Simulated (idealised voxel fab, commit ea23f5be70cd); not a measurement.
Process module in this document: voxel trench capacitor
We display cut, a cross-section 230 nm in width whose square cells are each 5 nm.
Cross-section spec: square-cell grid; bands listed top down; each band is one or more rows.
Heads up on the band format: heights come first, top then bottom, in nm. After that it's the materials left to right, each with its width in nm. A single material flagged "edge to edge" fills the whole band edge to edge, and "air" means there's empty space there.
The level at which height equals 0 is the one under which the wafer, as it arrives, is entirely one material. No lower edge exists for the bottom band, which continues downward and is notated as in "top 0, no bottom".
It should be noted that a width expressed as "30->40" varies in equal increments from row to row of cells within the band, taking the value of the first number at the top row and that of the second number at the bottom row.
The cross-section has no changed cell in any step marked "no modification".
"Enclosed void list" - sealed voids, min. 8 cells, no opening to top; format: width x height at distance (distance from left edge; nm throughout).
Whatever follows a step's settings on its line is a remark the simulator itself makes about that step.
overlay nm, on a step with a mask: how far to the right of its planned place the mask lay; to the left if negative

**Listed below are the process steps as planned**
1 RECEIVE | material Si
2 CONFORMAL_DEP | material SiN | thk nm 5
3 DIRECTIONAL_DEP | material aC | thk nm 15
4 PATTERN | tone open | mask id TRENCH | material resist | width nm 20 | pitch nm 40 | thk nm 30 | overlay nm 0
5 DIRECTIONAL_ETCH | etch materials aC | depth nm 15
6 STRIP | etch materials resist
7 DIRECTIONAL_ETCH | etch materials SiN | depth nm 5
8 DIRECTIONAL_ETCH | etch materials Si | depth nm 25
9 STRIP | etch materials aC
10 CONFORMAL_DEP | material SiO2 | thk nm 5
11 FILL_DEP | material polySi | thk nm 10
12 CMP | height nm 5

**Incoming wafer in cross-section (state: after step 1)**
  top 0, no bottom = Si edge to edge
  Enclosed void list: none

**End-of-module XS, first of two wafers, run as planned**
  top 5, bottom 0 = SiN (85), then SiO2 (5), then polySi (10), then SiO2 (5), then SiN (20), then SiO2 (5), then polySi (10), then SiO2 (5), then SiN (85)
  top 0, bottom -20 = Si (85), then SiO2 (5), then polySi (10), then SiO2 (5), then Si (20), then SiO2 (5), then polySi (10), then SiO2 (5), then Si (85)
  top -20, bottom -25 = Si (85), then SiO2 (20), then Si (20), then SiO2 (20), then Si (85)
  top -25, no bottom = Si edge to edge
  Enclosed void list: none

**Presented here is a cross-section of the second of the two wafers as it stood at the end of the module. It was started in the same manner and assigned the same plan as the first wafer; however, one mistake was made in its execution**
  top 20, bottom 10 = polySi edge to edge
  top 10, bottom 5 = SiO2 (90), then polySi (10), then SiO2 (30), then polySi (10), then SiO2 (90)
  top 5, bottom 0 = SiN (85), then SiO2 (5), then polySi (10), then SiO2 (5), then SiN (20), then SiO2 (5), then polySi (10), then SiO2 (5), then SiN (85)
  top 0, bottom -20 = Si (85), then SiO2 (5), then polySi (10), then SiO2 (5), then Si (20), then SiO2 (5), then polySi (10), then SiO2 (5), then Si (85)
  top -20, bottom -25 = Si (85), then SiO2 (20), then Si (20), then SiO2 (20), then Si (85)
  top -25, no bottom = Si edge to edge
  Enclosed void list: none
What went wrong in running the wafer? with respect to the plan, step 12 was omitted and not executed
Per the end-of-run cell counts, the second wafer holds more or fewer of some materials than the first: SiO2 +42; polySi +96
